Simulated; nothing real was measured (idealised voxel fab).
The following process module bears the name voxel transistor to metal.
This is section cut - it's 155 nm across, gridded in 5 nm square cells.
Cross-section = grid of square cells, listed top down in bands; band = one or more rows.
It is stipulated that each band's entry specify, in nanometres, the height of the top of the band and then that of its bottom, followed by the materials of the band in left-to-right sequence, each together with its width in nanometres. A single material marked by the word "full width" is understood to fill the band from edge to edge; the word "air" is understood to denote empty space.
Height 0 is the level under which the wafer as received is all one material. The lowest band goes on downwards, as in "from 0 down".
Width spec "30..40" -> top row of cells at first value, bottom row at second value, equal per-row change in between.
It should be understood that the words "left unchanged", when stated for a given step, signify that the cross-section underwent no change in any of its cells during that step.
The entry titled "Closed cavity list" provides the empty spaces that have no open way to the top, restricted to those of 8 cells or more. Each is presented as width x height at distance, the distance being measured from the left edge, with all three in nm.
Whatever follows a step's settings on its line is a remark the simulator itself makes about that step.
Each step line may optionally specify "overlay nm", which for a step with a mask gives the rightward distance between the mask's planned place and where it lay, a negative value indicating the leftward direction.

Process steps foreseen in the plan
1: RECEIVE,material Si
2: OXIDIZE,depth nm 5
3: CONFORMAL_DEP,material SiN,thk nm 15
4: MASKED_ETCH,tone cover,mask id ACTIVE,width nm 95,etch materials SiN,depth nm 15,overlay nm 0
5: MASKED_ETCH,tone cover,mask id ACTIVE,width nm 95,etch materials SiO2,depth nm 5,overlay nm 0
6: MASKED_ETCH,tone cover,mask id ACTIVE,width nm 95,etch materials Si,depth nm 25,overlay nm 0
7: OXIDIZE,depth nm 5
8: FILL_DEP,material SiO2,thk nm 5
9: CMP,height nm 15
10: SELECTIVE_ETCH,etch materials SiO2,depth nm 10
11: STRIP,etch materials SiN
12: SELECTIVE_ETCH,etch materials SiO2,depth nm 5
13: OXIDIZE,depth nm 5
14: DIRECTIONAL_DEP,material polySi,thk nm 20
15: DIRECTIONAL_DEP,material SiCN,thk nm 10
16: MASKED_ETCH,tone cover,mask id GATE,width nm 15,etch materials SiCN,depth nm 20,overlay nm 0
17: MASKED_ETCH,tone cover,mask id GATE,width nm 15,etch materials polySi,depth nm 30,overlay nm 0
18: CONFORMAL_DEP,material SiO2,thk nm 5
19: DIRECTIONAL_ETCH,etch materials SiO2,depth nm 5
20: CONFORMAL_DEP,material SiN,thk nm 10
21: DIRECTIONAL_ETCH,etch materials SiN,depth nm 10
22: DIRECTIONAL_ETCH,etch materials SiO2,depth nm 5
23: DIRECTIONAL_ETCH,etch materials Si,depth nm 15
24: EPI,material pSi,thk nm 20
25: FILL_DEP,material SiO2,thk nm 10
26: CMP,height nm 25
27: DIRECTIONAL_DEP,material SiO2,thk nm 15
28: PATTERN,tone open,mask id CONTACT,material resist,width nm 20,pitch nm 65,thk nm 15,overlay nm 0
29: DIRECTIONAL_ETCH,etch materials SiO2,depth nm 30
30: STRIP,etch materials resist
31: CONFORMAL_DEP,material TiN,thk nm 5
32: FILL_DEP,material W,thk nm 5
33: CMP,height nm 40
34: DIRECTIONAL_DEP,material TiN,thk nm 5
35: DIRECTIONAL_DEP,material Ru,thk nm 25
36: PATTERN,tone cover,mask id METAL_1,material resist,width nm 20,pitch nm 65,thk nm 15,overlay nm 0
37: DIRECTIONAL_ETCH,etch materials Ru,depth nm 25
38: DIRECTIONAL_ETCH,etch materials TiN,depth nm 5
39: STRIP,etch materials resist
40: FILL_DEP,material lowk,thk nm 10
41: CMP,height nm 70
42: CONFORMAL_DEP,material SiCN,thk nm 5
43: DIRECTIONAL_DEP,material SiO2,thk nm 35
44: MASKED_ETCH,tone open,mask id METAL_2_HOLES,width nm 15,pitch nm 65,etch materials SiO2,depth nm 35,overlay nm 0
45: PATTERN,tone open,mask id METAL_2,material resist,width nm 20,pitch nm 65,thk nm 20,overlay nm 0
46: DIRECTIONAL_ETCH,etch materials SiO2,depth nm 20
47: DIRECTIONAL_ETCH,etch materials SiCN,depth nm 5
48: STRIP,etch materials resist
49: CONFORMAL_DEP,material TiN,thk nm 5
50: FILL_DEP,material Ru,thk nm 5
51: CMP,height nm 110
52: CONFORMAL_DEP,material SiCN,thk nm 5

Cross-section of the incoming wafer, state after step 1
  from 0 down = Si full width
  Closed cavity list: none

The first of two wafers, cross-sectioned at the end of the module, with the run proceeding as planned
  from 115 to 110 = SiCN full width
  from 110 to 95 = SiO2: 35, then TiN: 5, then Ru: 10, then TiN: 5, then SiO2: 45, then TiN: 5, then Ru: 10, then TiN: 5, then SiO2: 35
  from 95 to 90 = SiO2: 35, then TiN: 5, then Ru: 5, then TiN: 10, then SiO2: 45, then TiN: 5, then Ru: 5, then TiN: 10, then SiO2: 35
  from 90 to 75 = SiO2: 35, then TiN: 5, then Ru: 5, then TiN: 5, then SiO2: 50, then TiN: 5, then Ru: 5, then TiN: 5, then SiO2: 40
  from 75 to 70 = SiCN: 35, then TiN: 15, then SiCN: 50, then TiN: 15, then SiCN: 40
  from 70 to 45 = lowk: 35, then Ru: 20, then lowk: 45, then Ru: 20, then lowk: 35
  from 45 to 40 = lowk: 35, then TiN: 20, then lowk: 45, then TiN: 20, then lowk: 35
  from 40 to 25 = SiO2: 35, then TiN: 5, then W: 10, then TiN: 5, then SiO2: 45, then TiN: 5, then W: 10, then TiN: 5, then SiO2: 35
  from 25 to 15 = SiO2: 35, then TiN: 5, then W: 10, then TiN: 5, then SiN: 10, then SiO2: 5, then SiCN: 15, then SiO2: 5, then SiN: 10, then TiN: 5, then W: 10, then TiN: 5, then SiO2: 35
  from 15 to 10 = SiO2: 35, then TiN: 20, then SiN: 10, then SiO2: 5, then polySi: 15, then SiO2: 5, then SiN: 10, then TiN: 20, then SiO2: 35
  from 10 to 0 = SiO2: 30, then pSi: 25, then SiN: 10, then SiO2: 5, then polySi: 15, then SiO2: 5, then SiN: 10, then pSi: 25, then SiO2: 30
  from 0 to -5 = SiO2: 30, then SiN: 10, then pSi: 15, then SiN: 10, then SiO2: 5, then polySi: 15, then SiO2: 5, then SiN: 10, then pSi: 15, then SiN: 10, then SiO2: 30
  from -5 to -10 = SiO2: 40, then pSi: 15, then SiO2: 45, then pSi: 15, then SiO2: 40
  from -10 to -25 = SiO2: 35, then Si: 5, then pSi: 15, then Si: 45, then pSi: 15, then Si: 5, then SiO2: 35
  from -25 to -35 = SiO2: 35, then Si: 85, then SiO2: 35
  from -35 down = Si full width
  Closed cavity list: none

Cross-section at end of module for the second wafer of two, which matched the first in starting point and plan and differed by one mistake in its processing
  from 115 to 110 = SiCN full width
  from 110 to 95 = SiO2: 35, then TiN: 5, then Ru: 10, then TiN: 5, then SiO2: 45, then TiN: 5, then Ru: 10, then TiN: 5, then SiO2: 35
  from 95 to 90 = SiO2: 35, then TiN: 5, then Ru: 5, then TiN: 10, then SiO2: 45, then TiN: 5, then Ru: 5, then TiN: 10, then SiO2: 35
  from 90 to 75 = SiO2: 35, then TiN: 5, then Ru: 5, then TiN: 5, then SiO2: 50, then TiN: 5, then Ru: 5, then TiN: 5, then SiO2: 40
  from 75 to 70 = SiCN: 35, then TiN: 15, then SiCN: 50, then TiN: 15, then SiCN: 40
  from 70 to 45 = lowk: 35, then Ru: 20, then lowk: 45, then Ru: 20, then lowk: 35
  from 45 to 40 = lowk: 35, then TiN: 20, then lowk: 45, then TiN: 20, then lowk: 35
  from 40 to 25 = SiO2: 35, then TiN: 5, then W: 10, then TiN: 5, then SiO2: 45, then TiN: 5, then W: 10, then TiN: 5, then SiO2: 35
  from 25 to 20 = SiO2: 35, then TiN: 5, then W: 10, then TiN: 5, then SiN: 10, then SiO2: 5, then SiCN: 15, then SiO2: 5, then SiN: 10, then TiN: 5, then W: 10, then TiN: 5, then SiO2: 35
  from 20 to 15 = SiO2: 35, then TiN: 20, then SiN: 10, then SiO2: 5, then polySi: 15, then SiO2: 5, then SiN: 10, then TiN: 20, then SiO2: 35
  from 15 to 10 = SiO2: 35, then pSi: 20, then SiN: 10, then SiO2: 5, then polySi: 15, then SiO2: 5, then SiN: 10, then pSi: 20, then SiO2: 35
  from 10 to 0 = pSi: 55, then SiN: 10, then SiO2: 5, then polySi: 15, then SiO2: 5, then SiN: 10, then pSi: 55
  from 0 to -5 = pSi: 20, then SiN: 10, then pSi: 25, then SiO2: 45, then pSi: 25, then SiN: 10, then pSi: 20
  from -5 to -10 = pSi: 20, then SiO2: 20, then pSi: 15, then Si: 45, then pSi: 15, then SiO2: 20, then pSi: 20
  from -10 to -20 = pSi: 20, then Si: 20, then pSi: 15, then Si: 45, then pSi: 15, then Si: 20, then pSi: 20
  from -20 to -25 = pSi: 20, then Si: 115, then pSi: 20
  from -25 down = Si full width
  Closed cavity list: none
Deviation from plan: step 4 was run on a setting that differed from the plan, and what really ran there is MASKED_ETCH,tone open,mask id ACTIVE,width nm 95,etch materials SiN,depth nm 15,overlay nm 0
Final comparison by cell count, materials where the second wafer has more or fewer than the first: Si: 61 more; SiCN: 3 fewer; SiN: 4 fewer; SiO2: 116 fewer; TiN: 4 fewer; W: 4 fewer; pSi: 70 more
